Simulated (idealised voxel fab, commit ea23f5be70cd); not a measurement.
Name of the process module below: voxel self aligned vias
cross-section cut | 280 nm wide | cells 5 nm
Cross-section format: a grid of square cells, given as bands from top to bottom; each band is one or more rows of cells.
Band: top height; bottom height; in nm. Then, left to right: material with width in nm, for each material. "everywhere": a single material spanning edge to edge. "air": empty space.
Heights are expressed relative to 0, this being the level below which the as-received wafer comprises one material exclusively. The lowest band is unbounded in the downward direction and is denoted as in "z 0 and below".
Think of "30 to 40" as a width that walks from the first number to the second as you go down the band, top row to bottom row, taking equal-sized steps from row to row.
A step reported as "all unchanged" is a step in which no cell of the cross-section changed.
Under "Closed empty spaces" you'll find the enclosed gaps, the ones with no way out to the top, that are 8 cells or bigger; each reads width x height at distance, with distance counted from the left edge, everything in nm.
Post-settings text on a step line: simulator's own remark regarding the step.
You can add "overlay nm" to a step's line. For a step with a mask, it describes how far the mask lay to the right of its planned position, and a negative number describes a lay to the left.

**Process steps foreseen in the plan**
- 1: op RECEIVE | material Si
- 2: op CONFORMAL_DEP | material SiO2 | thk nm 10
- 3: op CONFORMAL_DEP | material SiCN | thk nm 5
- 4: op DIRECTIONAL_DEP | material SiO2 | thk nm 30
- 5: op MASKED_ETCH | tone open | mask id LINES | width nm 25 | pitch nm 75 | etch materials SiO2 | depth nm 30 | overlay nm 0
- 6: op CONFORMAL_DEP | material TiN | thk nm 5
- 7: op FILL_DEP | material W | thk nm 10
- 8: op CMP | height nm 45
- 9: op SELECTIVE_ETCH | etch materials W Ru TiN | depth nm 5
- 10: op FILL_DEP | material SiN | thk nm 10
- 11: op CMP | height nm 45
- 12: op DIRECTIONAL_DEP | material SiO2 | thk nm 15
- 13: op PATTERN | tone open | mask id VIAS | material resist | width nm 45 | thk nm 20 | overlay nm 0
- 14: op DIRECTIONAL_ETCH | etch materials SiO2 | depth nm 15
- 15: op DIRECTIONAL_ETCH | etch materials SiN | depth nm 5
- 16: op STRIP | etch materials resist
- 17: op CONFORMAL_DEP | material TiN | thk nm 5
- 18: op FILL_DEP | material Cu | thk nm 10
- 19: op CMP | height nm 60
- 20: op CONFORMAL_DEP | material SiCN | thk nm 5

**Step 1 complete: cross-section of the wafer as received**
  z 0 and below = Si everywhere
  Closed empty spaces: none

**Starting structure and process plan are as shown above, but one mistake was made in running the module; the wafer cross-section at the end of the module follows**
  z 65 to 60 = SiCN everywhere
  z 60 to 45 = SiO2: 80 / TiN: 5 / Cu: 35 / TiN: 5 / SiO2: 155
  z 45 to 40 = SiO2: 80 / TiN: 45 / SiO2: 40 / SiN: 25 / SiO2: 90
  z 40 to 30 = SiO2: 80 / TiN: 15 / W: 15 / TiN: 15 / SiO2: 40 / TiN: 5 / W: 15 / TiN: 5 / SiO2: 90
  z 30 to 20 = SiO2: 90 / TiN: 5 / W: 15 / TiN: 5 / SiO2: 50 / TiN: 5 / W: 15 / TiN: 5 / SiO2: 90
  z 20 to 15 = SiO2: 90 / TiN: 25 / SiO2: 50 / TiN: 25 / SiO2: 90
  z 15 to 10 = SiCN everywhere
  z 10 to 0 = SiO2 everywhere
  z 0 and below = Si everywhere
  Closed empty spaces: none
Short version of what went wrong: in the plan, step 14 was performed twice
